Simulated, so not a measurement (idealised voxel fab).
process module | voxel capacitor over wiring
cross-section cut | 240 nm wide | cells 5 nm
A cross-section is a grid of square cells, given in bands from the top down. A band is one or more rows of cells.
Each band's line starts with the height of the band's top and of its bottom, in nm. Then come its materials from left to right, each with its width in nm. One material with "throughout" fills the band from edge to edge. "air" is empty space.
Height 0 is the level under which the wafer as received is all one material. The lowest band goes on downwards, as in "0 down".
A width such as "30 to 40" changes by the same amount from each row of cells to the next, from the band's top row to its bottom row.
"no change" after a step means that no cell of the cross-section changed.
closed voids: empty space of 8 cells or more with no open way to the top, each as width x height at its distance from the left edge, in nm
after a step's settings: what the simulator itself notes on the step
overlay nm, on a step with a mask: how far to the right of its planned place the mask lay; to the left if negative
plan
1 op RECEIVE | material Si
2 op CONFORMAL_DEP | material SiO2 | thk nm 15
3 op DIRECTIONAL_DEP | material TiN | thk nm 5
4 op DIRECTIONAL_DEP | material Ru | thk nm 15
5 op DIRECTIONAL_DEP | material aC | thk nm 10
6 op PATTERN | tone cover | mask id METAL_1 | material resist | width nm 25 | pitch nm 75 | thk nm 25 | overlay nm 0
7 op DIRECTIONAL_ETCH | etch materials aC | depth nm 10
8 op STRIP | etch materials resist
9 op DIRECTIONAL_ETCH | etch materials Ru | depth nm 15
10 op DIRECTIONAL_ETCH | etch materials TiN | depth nm 5
11 op STRIP | etch materials aC
12 op FILL_DEP | material SiO2 | thk nm 10
13 op CMP | height nm 35
14 op CONFORMAL_DEP | material SiCN | thk nm 5
15 op DIRECTIONAL_DEP | material SiO2 | thk nm 20
16 op MASKED_ETCH | tone open | mask id PLUG_1 | width nm 15 | etch materials SiO2 | depth nm 20 | overlay nm 0
17 op MASKED_ETCH | tone open | mask id PLUG_1 | width nm 15 | etch materials SiCN | depth nm 5 | overlay nm 0
18 op EPI | material Ru | thk nm 10
19 op EPI | material Ru | thk nm 10
20 op EPI | material Ru | thk nm 5
21 op DIRECTIONAL_DEP | material TiN | thk nm 10
22 op DIRECTIONAL_DEP | material SiN | thk nm 5
23 op DIRECTIONAL_DEP | material TiN | thk nm 10
24 op DIRECTIONAL_DEP | material aC | thk nm 15
25 op PATTERN | tone cover | mask id UPPER_PLATE | material resist | width nm 55 | thk nm 30 | overlay nm 0
26 op DIRECTIONAL_ETCH | etch materials aC | depth nm 15
27 op STRIP | etch materials resist
28 op DIRECTIONAL_ETCH | etch materials TiN | depth nm 10
29 op DIRECTIONAL_ETCH | etch materials SiN | depth nm 5
30 op STRIP | etch materials aC
31 op DIRECTIONAL_DEP | material aC | thk nm 15
32 op PATTERN | tone cover | mask id LOWER_PLATE | material resist | width nm 65 | thk nm 30 | overlay nm 0
33 op DIRECTIONAL_ETCH | etch materials aC | depth nm 15
34 op STRIP | etch materials resist
35 op DIRECTIONAL_ETCH | etch materials TiN | depth nm 10
36 op STRIP | etch materials aC
37 op FILL_DEP | material SiO2 | thk nm 15
38 op CMP | height nm 95
39 op DIRECTIONAL_DEP | material aC | thk nm 10
40 op PATTERN | tone open | mask id PLUG_2 | material resist | width nm 15 | thk nm 30 | overlay nm 0
41 op DIRECTIONAL_ETCH | etch materials aC | depth nm 10
42 op STRIP | etch materials resist
43 op DIRECTIONAL_ETCH | etch materials SiO2 | depth nm 10
44 op STRIP | etch materials aC
45 op CONFORMAL_DEP | material TiN | thk nm 5
46 op FILL_DEP | material Cu | thk nm 5
47 op CMP | height nm 95
48 op CONFORMAL_DEP | material SiN | thk nm 5
first wafer, as planned
as received, after step 1
  0 down: Si throughout
  closed voids: none
after step 2
  15 to 0: SiO2 throughout
  below 0: unchanged
after step 3
  20 to 15: TiN throughout
  below 15: unchanged
after step 4
  35 to 20: Ru throughout
  below 20: unchanged
after step 5
  45 to 35: aC throughout
  below 35: unchanged
after step 6
  70 to 45: air 70 | resist 25 | air 50 | resist 25 | air 70
  below 45: unchanged
after step 7
  60 to 45: air 70 | resist 25 | air 50 | resist 25 | air 70
  45 to 35: air 70 | aC 25 | air 50 | aC 25 | air 70
  below 35: unchanged
after step 8
  45 to 35: air 70 | aC 25 | air 50 | aC 25 | air 70
  below 35: unchanged
after step 9
  45 to 35: air 70 | aC 25 | air 50 | aC 25 | air 70
  35 to 20: air 70 | Ru 25 | air 50 | Ru 25 | air 70
  below 20: unchanged
after step 10
  45 to 35: air 70 | aC 25 | air 50 | aC 25 | air 70
  35 to 20: air 70 | Ru 25 | air 50 | Ru 25 | air 70
  20 to 15: air 70 | TiN 25 | air 50 | TiN 25 | air 70
  below 15: unchanged
after step 11
  35 to 20: air 70 | Ru 25 | air 50 | Ru 25 | air 70
  below 20: unchanged
after step 12
  45 to 35: SiO2 throughout
  35 to 20: SiO2 70 | Ru 25 | SiO2 50 | Ru 25 | SiO2 70
  20 to 15: SiO2 70 | TiN 25 | SiO2 50 | TiN 25 | SiO2 70
  below 15: unchanged
after step 13
  35 to 20: SiO2 70 | Ru 25 | SiO2 50 | Ru 25 | SiO2 70
  below 20: unchanged
after step 14
  40 to 35: SiCN throughout
  below 35: unchanged
after step 15
  60 to 40: SiO2 throughout
  below 40: unchanged
after step 16
  60 to 40: SiO2 80 | air 15 | SiO2 145
  below 40: unchanged
after step 17
  60 to 40: SiO2 80 | air 15 | SiO2 145
  40 to 35: SiCN 80 | air 15 | SiCN 145
  below 35: unchanged
after step 18
  60 to 45: SiO2 80 | air 15 | SiO2 145
  45 to 40: SiO2 80 | Ru 15 | SiO2 145
  40 to 35: SiCN 80 | Ru 15 | SiCN 145
  below 35: unchanged
after step 19
  60 to 55: SiO2 80 | air 15 | SiO2 145
  55 to 40: SiO2 80 | Ru 15 | SiO2 145
  below 40: unchanged
after step 20
  60 to 40: SiO2 80 | Ru 15 | SiO2 145
  below 40: unchanged
after step 21
  70 to 60: TiN throughout
  below 60: unchanged
after step 22
  75 to 70: SiN throughout
  below 70: unchanged
after step 23
  85 to 75: TiN throughout
  below 75: unchanged
after step 24
  100 to 85: aC throughout
  below 85: unchanged
after step 25
  130 to 100: air 80 | resist 55 | air 105
  below 100: unchanged
after step 26
  115 to 100: air 80 | resist 55 | air 105
  100 to 85: air 80 | aC 55 | air 105
  below 85: unchanged
after step 27
  100 to 85: air 80 | aC 55 | air 105
  below 85: unchanged
after step 28
  100 to 85: air 80 | aC 55 | air 105
  85 to 75: air 80 | TiN 55 | air 105
  below 75: unchanged
after step 29
  100 to 85: air 80 | aC 55 | air 105
  85 to 75: air 80 | TiN 55 | air 105
  75 to 70: air 80 | SiN 55 | air 105
  below 70: unchanged
after step 30
  85 to 75: air 80 | TiN 55 | air 105
  below 75: unchanged
after step 31
  100 to 85: air 80 | aC 55 | air 105
  85 to 75: aC 80 | TiN 55 | aC 105
  75 to 70: aC 80 | SiN 55 | aC 105
  below 70: unchanged
after step 32
  130 to 100: air 75 | resist 65 | air 100
  100 to 85: air 75 | resist 5 | aC 55 | resist 5 | air 100
  below 85: unchanged
after step 33
  115 to 100: air 75 | resist 65 | air 100
  100 to 85: air 75 | resist 5 | aC 55 | resist 5 | air 100
  85 to 75: air 75 | aC 5 | TiN 55 | aC 5 | air 100
  75 to 70: air 75 | aC 5 | SiN 55 | aC 5 | air 100
  below 70: unchanged
after step 34
  100 to 85: air 80 | aC 55 | air 105
  below 85: unchanged
after step 35
  100 to 85: air 80 | aC 55 | air 105
  85 to 75: air 75 | aC 5 | TiN 55 | aC 5 | air 100
  75 to 70: air 75 | aC 5 | SiN 55 | aC 5 | air 100
  70 to 60: air 75 | TiN 65 | air 100
  below 60: unchanged
after step 36
  85 to 75: air 80 | TiN 55 | air 105
  75 to 70: air 80 | SiN 55 | air 105
  below 70: unchanged
after step 37
  100 to 85: SiO2 throughout
  85 to 75: SiO2 80 | TiN 55 | SiO2 105
  75 to 70: SiO2 80 | SiN 55 | SiO2 105
  70 to 60: SiO2 75 | TiN 65 | SiO2 100
  below 60: unchanged
after step 38
  95 to 85: SiO2 throughout
  below 85: unchanged
after step 39
  105 to 95: aC throughout
  below 95: unchanged
after step 40
  135 to 105: resist 90 | air 15 | resist 135
  below 105: unchanged
after step 41
  125 to 105: resist 90 | air 15 | resist 135
  105 to 95: aC 90 | air 15 | aC 135
  below 95: unchanged
after step 42
  105 to 95: aC 90 | air 15 | aC 135
  below 95: unchanged
after step 43
  105 to 95: aC 90 | air 15 | aC 135
  95 to 85: SiO2 90 | air 15 | SiO2 135
  below 85: unchanged
after step 44
  95 to 85: SiO2 90 | air 15 | SiO2 135
  below 85: unchanged
after step 45
  100 to 95: TiN 95 | air 5 | TiN 140
  95 to 90: SiO2 90 | TiN 5 | air 5 | TiN 5 | SiO2 135
  90 to 85: SiO2 90 | TiN 15 | SiO2 135
  below 85: unchanged
after step 46
  105 to 100: Cu throughout
  100 to 95: TiN 95 | Cu 5 | TiN 140
  95 to 90: SiO2 90 | TiN 5 | Cu 5 | TiN 5 | SiO2 135
  below 90: unchanged
after step 47
  95 to 90: SiO2 90 | TiN 5 | Cu 5 | TiN 5 | SiO2 135
  below 90: unchanged
after step 48
  100 to 95: SiN throughout
  below 95: unchanged
second wafer: like start, like plan, one mistake. Through step 1 it matches the first wafer
when step 2 should have ended
  5 to 0: TiN throughout
  below 0: unchanged
when step 3 should have ended
  20 to 5: SiO2 throughout
  below 5: unchanged
when step 4 should have ended
  35 to 20: Ru throughout
  below 20: unchanged
when step 5 should have ended
  45 to 35: aC throughout
  below 35: unchanged
when step 6 should have ended
  70 to 45: air 70 | resist 25 | air 50 | resist 25 | air 70
  below 45: unchanged
when step 7 should have ended
  60 to 45: air 70 | resist 25 | air 50 | resist 25 | air 70
  45 to 35: air 70 | aC 25 | air 50 | aC 25 | air 70
  below 35: unchanged
when step 8 should have ended
  45 to 35: air 70 | aC 25 | air 50 | aC 25 | air 70
  below 35: unchanged
when step 9 should have ended
  45 to 35: air 70 | aC 25 | air 50 | aC 25 | air 70
  35 to 20: air 70 | Ru 25 | air 50 | Ru 25 | air 70
  below 20: unchanged
when step 10 should have ended: no change
when step 11 should have ended
  35 to 20: air 70 | Ru 25 | air 50 | Ru 25 | air 70
  below 20: unchanged
when step 12 should have ended
  45 to 35: SiO2 throughout
  35 to 20: SiO2 70 | Ru 25 | SiO2 50 | Ru 25 | SiO2 70
  below 20: unchanged
when step 13 should have ended
  35 to 20: SiO2 70 | Ru 25 | SiO2 50 | Ru 25 | SiO2 70
  below 20: unchanged
when step 14 should have ended
  40 to 35: SiCN throughout
  below 35: unchanged
when step 15 should have ended
  60 to 40: SiO2 throughout
  below 40: unchanged
when step 16 should have ended
  60 to 40: SiO2 80 | air 15 | SiO2 145
  below 40: unchanged
when step 17 should have ended
  60 to 40: SiO2 80 | air 15 | SiO2 145
  40 to 35: SiCN 80 | air 15 | SiCN 145
  below 35: unchanged
when step 18 should have ended
  60 to 45: SiO2 80 | air 15 | SiO2 145
  45 to 40: SiO2 80 | Ru 15 | SiO2 145
  40 to 35: SiCN 80 | Ru 15 | SiCN 145
  below 35: unchanged
when step 19 should have ended
  60 to 55: SiO2 80 | air 15 | SiO2 145
  55 to 40: SiO2 80 | Ru 15 | SiO2 145
  below 40: unchanged
when step 20 should have ended
  60 to 40: SiO2 80 | Ru 15 | SiO2 145
  below 40: unchanged
when step 21 should have ended
  70 to 60: TiN throughout
  below 60: unchanged
when step 22 should have ended
  75 to 70: SiN throughout
  below 70: unchanged
when step 23 should have ended
  85 to 75: TiN throughout
  below 75: unchanged
when step 24 should have ended
  100 to 85: aC throughout
  below 85: unchanged
when step 25 should have ended
  130 to 100: air 80 | resist 55 | air 105
  below 100: unchanged
when step 26 should have ended
  115 to 100: air 80 | resist 55 | air 105
  100 to 85: air 80 | aC 55 | air 105
  below 85: unchanged
when step 27 should have ended
  100 to 85: air 80 | aC 55 | air 105
  below 85: unchanged
when step 28 should have ended
  100 to 85: air 80 | aC 55 | air 105
  85 to 75: air 80 | TiN 55 | air 105
  below 75: unchanged
when step 29 should have ended
  100 to 85: air 80 | aC 55 | air 105
  85 to 75: air 80 | TiN 55 | air 105
  75 to 70: air 80 | SiN 55 | air 105
  below 70: unchanged
when step 30 should have ended
  85 to 75: air 80 | TiN 55 | air 105
  below 75: unchanged
when step 31 should have ended
  100 to 85: air 80 | aC 55 | air 105
  85 to 75: aC 80 | TiN 55 | aC 105
  75 to 70: aC 80 | SiN 55 | aC 105
  below 70: unchanged
when step 32 should have ended
  130 to 100: air 75 | resist 65 | air 100
  100 to 85: air 75 | resist 5 | aC 55 | resist 5 | air 100
  below 85: unchanged
when step 33 should have ended
  115 to 100: air 75 | resist 65 | air 100
  100 to 85: air 75 | resist 5 | aC 55 | resist 5 | air 100
  85 to 75: air 75 | aC 5 | TiN 55 | aC 5 | air 100
  75 to 70: air 75 | aC 5 | SiN 55 | aC 5 | air 100
  below 70: unchanged
when step 34 should have ended
  100 to 85: air 80 | aC 55 | air 105
  below 85: unchanged
when step 35 should have ended
  100 to 85: air 80 | aC 55 | air 105
  85 to 75: air 75 | aC 5 | TiN 55 | aC 5 | air 100
  75 to 70: air 75 | aC 5 | SiN 55 | aC 5 | air 100
  70 to 60: air 75 | TiN 65 | air 100
  below 60: unchanged
when step 36 should have ended
  85 to 75: air 80 | TiN 55 | air 105
  75 to 70: air 80 | SiN 55 | air 105
  below 70: unchanged
when step 37 should have ended
  100 to 85: SiO2 throughout
  85 to 75: SiO2 80 | TiN 55 | SiO2 105
  75 to 70: SiO2 80 | SiN 55 | SiO2 105
  70 to 60: SiO2 75 | TiN 65 | SiO2 100
  below 60: unchanged
when step 38 should have ended
  95 to 85: SiO2 throughout
  below 85: unchanged
when step 39 should have ended
  105 to 95: aC throughout
  below 95: unchanged
when step 40 should have ended
  135 to 105: resist 90 | air 15 | resist 135
  below 105: unchanged
when step 41 should have ended
  125 to 105: resist 90 | air 15 | resist 135
  105 to 95: aC 90 | air 15 | aC 135
  below 95: unchanged
when step 42 should have ended
  105 to 95: aC 90 | air 15 | aC 135
  below 95: unchanged
when step 43 should have ended
  105 to 95: aC 90 | air 15 | aC 135
  95 to 85: SiO2 90 | air 15 | SiO2 135
  below 85: unchanged
when step 44 should have ended
  95 to 85: SiO2 90 | air 15 | SiO2 135
  below 85: unchanged
when step 45 should have ended
  100 to 95: TiN 95 | air 5 | TiN 140
  95 to 90: SiO2 90 | TiN 5 | air 5 | TiN 5 | SiO2 135
  90 to 85: SiO2 90 | TiN 15 | SiO2 135
  below 85: unchanged
when step 46 should have ended
  105 to 100: Cu throughout
  100 to 95: TiN 95 | Cu 5 | TiN 140
  95 to 90: SiO2 90 | TiN 5 | Cu 5 | TiN 5 | SiO2 135
  below 90: unchanged
when step 47 should have ended
  95 to 90: SiO2 90 | TiN 5 | Cu 5 | TiN 5 | SiO2 135
  below 90: unchanged
when step 48 should have ended
  100 to 95: SiN throughout
  below 95: unchanged
what went wrong: steps 2 and 3 were swapped
at the end the second wafer has, in cells: 38 fewer of SiO2 | 38 more of TiN
